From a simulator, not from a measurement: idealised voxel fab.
process module | voxel air gaps
cross-section cut | 270 nm wide | cells 5 nm
A cross-section is a grid of square cells, given in bands from the top down. A band is one or more rows of cells.
Each band's line starts with the height of the band's top and of its bottom, in nm. Then come its materials from left to right, each with its width in nm. One material with "throughout" fills the band from edge to edge. "air" is empty space.
Height 0 is the level under which the wafer as received is all one material. The lowest band goes on downwards, as in "0 down".
A width such as "30 to 40" changes by the same amount from each row of cells to the next, from the band's top row to its bottom row.
"no change" after a step means that no cell of the cross-section changed.
closed voids: empty space of 8 cells or more with no open way to the top, each as width x height at its distance from the left edge, in nm
after a step's settings: what the simulator itself notes on the step
overlay nm, on a step with a mask: how far to the right of its planned place the mask lay; to the left if negative
plan
1 op RECEIVE | material Si
2 op CONFORMAL_DEP | material SiO2 | thk nm 10
3 op CONFORMAL_DEP | material SiN | thk nm 5
4 op DIRECTIONAL_DEP | material SiO2 | thk nm 35
5 op MASKED_ETCH | tone open | mask id LINES | width nm 20 | pitch nm 45 | etch materials SiO2 | depth nm 35 | overlay nm 0
6 op CONFORMAL_DEP | material TiN | thk nm 5
7 op FILL_DEP | material W | thk nm 5
8 op CMP | height nm 50
9 op EPI | material Ru | thk nm 10
10 op SELECTIVE_ETCH | etch materials SiO2 | depth nm 45
11 op CONFORMAL_DEP | material SiCN | thk nm 5
first wafer, as planned
as received, after step 1
  0 down: Si throughout
  closed voids: none
after step 2
  10 to 0: SiO2 throughout
  below 0: unchanged
after step 3
  15 to 10: SiN throughout
  below 10: unchanged
after step 4
  50 to 15: SiO2 throughout
  below 15: unchanged
after step 5
  50 to 15: SiO2 55 | air 20 | SiO2 25 | air 20 | SiO2 25 | air 20 | SiO2 25 | air 20 | SiO2 60
  below 15: unchanged
after step 6
  55 to 50: TiN 60 | air 10 | TiN 35 | air 10 | TiN 35 | air 10 | TiN 35 | air 10 | TiN 65
  50 to 20: SiO2 55 | TiN 5 | air 10 | TiN 5 | SiO2 25 | TiN 5 | air 10 | TiN 5 | SiO2 25 | TiN 5 | air 10 | TiN 5 | SiO2 25 | TiN 5 | air 10 | TiN 5 | SiO2 60
  20 to 15: SiO2 55 | TiN 20 | SiO2 25 | TiN 20 | SiO2 25 | TiN 20 | SiO2 25 | TiN 20 | SiO2 60
  below 15: unchanged
after step 7
  60 to 55: W throughout
  55 to 50: TiN 60 | W 10 | TiN 35 | W 10 | TiN 35 | W 10 | TiN 35 | W 10 | TiN 65
  50 to 20: SiO2 55 | TiN 5 | W 10 | TiN 5 | SiO2 25 | TiN 5 | W 10 | TiN 5 | SiO2 25 | TiN 5 | W 10 | TiN 5 | SiO2 25 | TiN 5 | W 10 | TiN 5 | SiO2 60
  below 20: unchanged
after step 8
  50 to 20: SiO2 55 | TiN 5 | W 10 | TiN 5 | SiO2 25 | TiN 5 | W 10 | TiN 5 | SiO2 25 | TiN 5 | W 10 | TiN 5 | SiO2 25 | TiN 5 | W 10 | TiN 5 | SiO2 60
  below 20: unchanged
after step 9
  60 to 50: air 45 | Ru 40 | air 5 | Ru 40 | air 5 | Ru 40 | air 5 | Ru 40 | air 50
  below 50: unchanged
after step 10
  60 to 50: air 45 | Ru 40 | air 5 | Ru 40 | air 5 | Ru 40 | air 5 | Ru 40 | air 50
  50 to 20: air 55 | TiN 5 | W 10 | TiN 5 | air 25 | TiN 5 | W 10 | TiN 5 | air 25 | TiN 5 | W 10 | TiN 5 | air 25 | TiN 5 | W 10 | TiN 5 | air 60
  20 to 15: air 55 | TiN 20 | air 25 | TiN 20 | air 25 | TiN 20 | air 25 | TiN 20 | air 60
  below 15: unchanged
after step 11
  65 to 60: air 40 | SiCN 185 | air 45
  60 to 50: air 40 | SiCN 5 | Ru 40 | SiCN 5 | Ru 40 | SiCN 5 | Ru 40 | SiCN 5 | Ru 40 | SiCN 5 | air 45
  50 to 45: air 40 | SiCN 15 | TiN 5 | W 10 | TiN 5 | SiCN 25 | TiN 5 | W 10 | TiN 5 | SiCN 25 | TiN 5 | W 10 | TiN 5 | SiCN 25 | TiN 5 | W 10 | TiN 5 | SiCN 15 | air 45
  45 to 20: air 50 | SiCN 5 | TiN 5 | W 10 | TiN 5 | SiCN 5 | air 15 | SiCN 5 | TiN 5 | W 10 | TiN 5 | SiCN 5 | air 15 | SiCN 5 | TiN 5 | W 10 | TiN 5 | SiCN 5 | air 15 | SiCN 5 | TiN 5 | W 10 | TiN 5 | SiCN 5 | air 55
  20 to 15: SiCN 55 | TiN 20 | SiCN 25 | TiN 20 | SiCN 25 | TiN 20 | SiCN 25 | TiN 20 | SiCN 60
  below 15: unchanged
  closed voids: 15 x 25 at 80; 15 x 25 at 125; 15 x 25 at 170
second wafer: like start, like plan, one mistake. Through step 8 it matches the first wafer
when step 9 should have ended
  70 to 50: air 35 | Ru 195 | air 40
  below 50: unchanged
when step 10 should have ended
  70 to 50: air 35 | Ru 195 | air 40
  50 to 20: air 55 | TiN 5 | W 10 | TiN 5 | SiO2 25 | TiN 5 | W 10 | TiN 5 | SiO2 25 | TiN 5 | W 10 | TiN 5 | SiO2 25 | TiN 5 | W 10 | TiN 5 | air 60
  20 to 15: air 55 | TiN 20 | SiO2 25 | TiN 20 | SiO2 25 | TiN 20 | SiO2 25 | TiN 20 | air 60
  below 15: unchanged
when step 11 should have ended
  75 to 70: air 30 | SiCN 205 | air 35
  70 to 50: air 30 | SiCN 5 | Ru 195 | SiCN 5 | air 35
  50 to 45: air 30 | SiCN 25 | TiN 5 | W 10 | TiN 5 | SiO2 25 | TiN 5 | W 10 | TiN 5 | SiO2 25 | TiN 5 | W 10 | TiN 5 | SiO2 25 | TiN 5 | W 10 | TiN 5 | SiCN 25 | air 35
  45 to 20: air 50 | SiCN 5 | TiN 5 | W 10 | TiN 5 | SiO2 25 | TiN 5 | W 10 | TiN 5 | SiO2 25 | TiN 5 | W 10 | TiN 5 | SiO2 25 | TiN 5 | W 10 | TiN 5 | SiCN 5 | air 55
  20 to 15: SiCN 55 | TiN 20 | SiO2 25 | TiN 20 | SiO2 25 | TiN 20 | SiO2 25 | TiN 20 | SiCN 60
  below 15: unchanged
what went wrong: step 9 was run twice
at the end the second wafer has, in cells: 92 more of Ru | 54 fewer of SiCN | 105 more of SiO2
closed voids at the end (first wafer, second wafer): 3, 0
